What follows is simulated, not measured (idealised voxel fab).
process module | voxel self aligned vias
cross-section cut | 295 nm wide | cells 5 nm
A cross-section is a grid of square cells, given in bands from the top down. A band is one or more rows of cells.
Each band's line starts with the height of the band's top and of its bottom, in nm. Then come its materials from left to right, each with its width in nm. One material with "throughout" fills the band from edge to edge. "air" is empty space.
Height 0 is the level under which the wafer as received is all one material. The lowest band goes on downwards, as in "0 down".
A width such as "30 to 40" changes by the same amount from each row of cells to the next, from the band's top row to its bottom row.
"no change" after a step means that no cell of the cross-section changed.
closed voids: empty space of 8 cells or more with no open way to the top, each as width x height at its distance from the left edge, in nm
after a step's settings: what the simulator itself notes on the step
overlay nm, on a step with a mask: how far to the right of its planned place the mask lay; to the left if negative
plan
1 op RECEIVE | material Si
2 op CONFORMAL_DEP | material SiO2 | thk nm 15
3 op CONFORMAL_DEP | material SiCN | thk nm 5
4 op DIRECTIONAL_DEP | material lowk | thk nm 20
5 op PATTERN | tone open | mask id LINES | material resist | width nm 30 | pitch nm 55 | thk nm 15 | overlay nm 0
6 op DIRECTIONAL_ETCH | etch materials lowk | depth nm 20
7 op STRIP | etch materials resist
8 op CONFORMAL_DEP | material TiN | thk nm 5
9 op FILL_DEP | material W | thk nm 10
10 op CMP | height nm 40
11 op SELECTIVE_ETCH | etch materials W Ru TiN | depth nm 5
12 op FILL_DEP | material SiN | thk nm 5
13 op CMP | height nm 40
14 op DIRECTIONAL_DEP | material lowk | thk nm 15
15 op MASKED_ETCH | tone open | mask id VIAS | width nm 40 | pitch nm 110 | etch materials lowk | depth nm 15 | overlay nm 0
16 op MASKED_ETCH | tone open | mask id VIAS | width nm 40 | pitch nm 110 | etch materials SiN | depth nm 5 | overlay nm 0
17 op CONFORMAL_DEP | material TiN | thk nm 5
18 op FILL_DEP | material W | thk nm 5
19 op CMP | height nm 55
20 op CONFORMAL_DEP | material SiCN | thk nm 5
first wafer, as planned
as received, after step 1
  0 down: Si throughout
  closed voids: none
after step 2
  15 to 0: SiO2 throughout
  below 0: unchanged
after step 3
  20 to 15: SiCN throughout
  below 15: unchanged
after step 4
  40 to 20: lowk throughout
  below 20: unchanged
after step 5
  55 to 40: resist 75 | air 30 | resist 25 | air 30 | resist 25 | air 30 | resist 80
  below 40: unchanged
after step 6
  55 to 40: resist 75 | air 30 | resist 25 | air 30 | resist 25 | air 30 | resist 80
  40 to 20: lowk 75 | air 30 | lowk 25 | air 30 | lowk 25 | air 30 | lowk 80
  below 20: unchanged
after step 7
  40 to 20: lowk 75 | air 30 | lowk 25 | air 30 | lowk 25 | air 30 | lowk 80
  below 20: unchanged
after step 8
  45 to 40: TiN 80 | air 20 | TiN 35 | air 20 | TiN 35 | air 20 | TiN 85
  40 to 25: lowk 75 | TiN 5 | air 20 | TiN 5 | lowk 25 | TiN 5 | air 20 | TiN 5 | lowk 25 | TiN 5 | air 20 | TiN 5 | lowk 80
  25 to 20: lowk 75 | TiN 30 | lowk 25 | TiN 30 | lowk 25 | TiN 30 | lowk 80
  below 20: unchanged
after step 9
  55 to 45: W throughout
  45 to 40: TiN 80 | W 20 | TiN 35 | W 20 | TiN 35 | W 20 | TiN 85
  40 to 25: lowk 75 | TiN 5 | W 20 | TiN 5 | lowk 25 | TiN 5 | W 20 | TiN 5 | lowk 25 | TiN 5 | W 20 | TiN 5 | lowk 80
  below 25: unchanged
after step 10
  40 to 25: lowk 75 | TiN 5 | W 20 | TiN 5 | lowk 25 | TiN 5 | W 20 | TiN 5 | lowk 25 | TiN 5 | W 20 | TiN 5 | lowk 80
  below 25: unchanged
after step 11
  40 to 35: lowk 75 | air 30 | lowk 25 | air 30 | lowk 25 | air 30 | lowk 80
  below 35: unchanged
after step 12
  45 to 40: SiN throughout
  40 to 35: lowk 75 | SiN 30 | lowk 25 | SiN 30 | lowk 25 | SiN 30 | lowk 80
  below 35: unchanged
after step 13
  40 to 35: lowk 75 | SiN 30 | lowk 25 | SiN 30 | lowk 25 | SiN 30 | lowk 80
  below 35: unchanged
after step 14
  55 to 40: lowk throughout
  below 40: unchanged
after step 15
  55 to 40: lowk 70 | air 40 | lowk 70 | air 40 | lowk 75
  below 40: unchanged
after step 16
  55 to 40: lowk 70 | air 40 | lowk 70 | air 40 | lowk 75
  40 to 35: lowk 75 | air 30 | lowk 25 | SiN 30 | lowk 25 | air 30 | lowk 80
  below 35: unchanged
after step 17
  60 to 55: TiN 75 | air 30 | TiN 80 | air 30 | TiN 80
  55 to 45: lowk 70 | TiN 5 | air 30 | TiN 5 | lowk 70 | TiN 5 | air 30 | TiN 5 | lowk 75
  45 to 40: lowk 70 | TiN 10 | air 20 | TiN 10 | lowk 70 | TiN 10 | air 20 | TiN 10 | lowk 75
  40 to 35: lowk 75 | TiN 30 | lowk 25 | SiN 30 | lowk 25 | TiN 30 | lowk 80
  below 35: unchanged
after step 18
  65 to 60: W throughout
  60 to 55: TiN 75 | W 30 | TiN 80 | W 30 | TiN 80
  55 to 45: lowk 70 | TiN 5 | W 30 | TiN 5 | lowk 70 | TiN 5 | W 30 | TiN 5 | lowk 75
  45 to 40: lowk 70 | TiN 10 | W 20 | TiN 10 | lowk 70 | TiN 10 | W 20 | TiN 10 | lowk 75
  below 40: unchanged
after step 19
  55 to 45: lowk 70 | TiN 5 | W 30 | TiN 5 | lowk 70 | TiN 5 | W 30 | TiN 5 | lowk 75
  below 45: unchanged
after step 20
  60 to 55: SiCN throughout
  below 55: unchanged
second wafer: like start, like plan, one mistake. Through step 15 it matches the first wafer
when step 16 should have ended
  55 to 40: lowk 70 | air 40 | lowk 70 | air 40 | lowk 75
  40 to 35: lowk 75 | SiN 5 | air 25 | lowk 25 | SiN 30 | lowk 25 | SiN 5 | air 25 | lowk 80
  below 35: unchanged
when step 17 should have ended
  60 to 55: TiN 75 | air 30 | TiN 80 | air 30 | TiN 80
  55 to 45: lowk 70 | TiN 5 | air 30 | TiN 5 | lowk 70 | TiN 5 | air 30 | TiN 5 | lowk 75
  45 to 40: lowk 70 | TiN 15 | air 15 | TiN 10 | lowk 70 | TiN 15 | air 15 | TiN 10 | lowk 75
  40 to 35: lowk 75 | SiN 5 | TiN 25 | lowk 25 | SiN 30 | lowk 25 | SiN 5 | TiN 25 | lowk 80
  below 35: unchanged
when step 18 should have ended
  65 to 60: W throughout
  60 to 55: TiN 75 | W 30 | TiN 80 | W 30 | TiN 80
  55 to 45: lowk 70 | TiN 5 | W 30 | TiN 5 | lowk 70 | TiN 5 | W 30 | TiN 5 | lowk 75
  45 to 40: lowk 70 | TiN 15 | W 15 | TiN 10 | lowk 70 | TiN 15 | W 15 | TiN 10 | lowk 75
  below 40: unchanged
when step 19 should have ended
  55 to 45: lowk 70 | TiN 5 | W 30 | TiN 5 | lowk 70 | TiN 5 | W 30 | TiN 5 | lowk 75
  below 45: unchanged
when step 20 should have ended
  60 to 55: SiCN throughout
  below 55: unchanged
what went wrong: step 16 ran as: op MASKED_ETCH | tone open | mask id VIAS | width nm 40 | pitch nm 110 | etch materials SiN | depth nm 5 | overlay nm 10
at the end the second wafer has, in cells: 2 more of SiN | 2 fewer of W
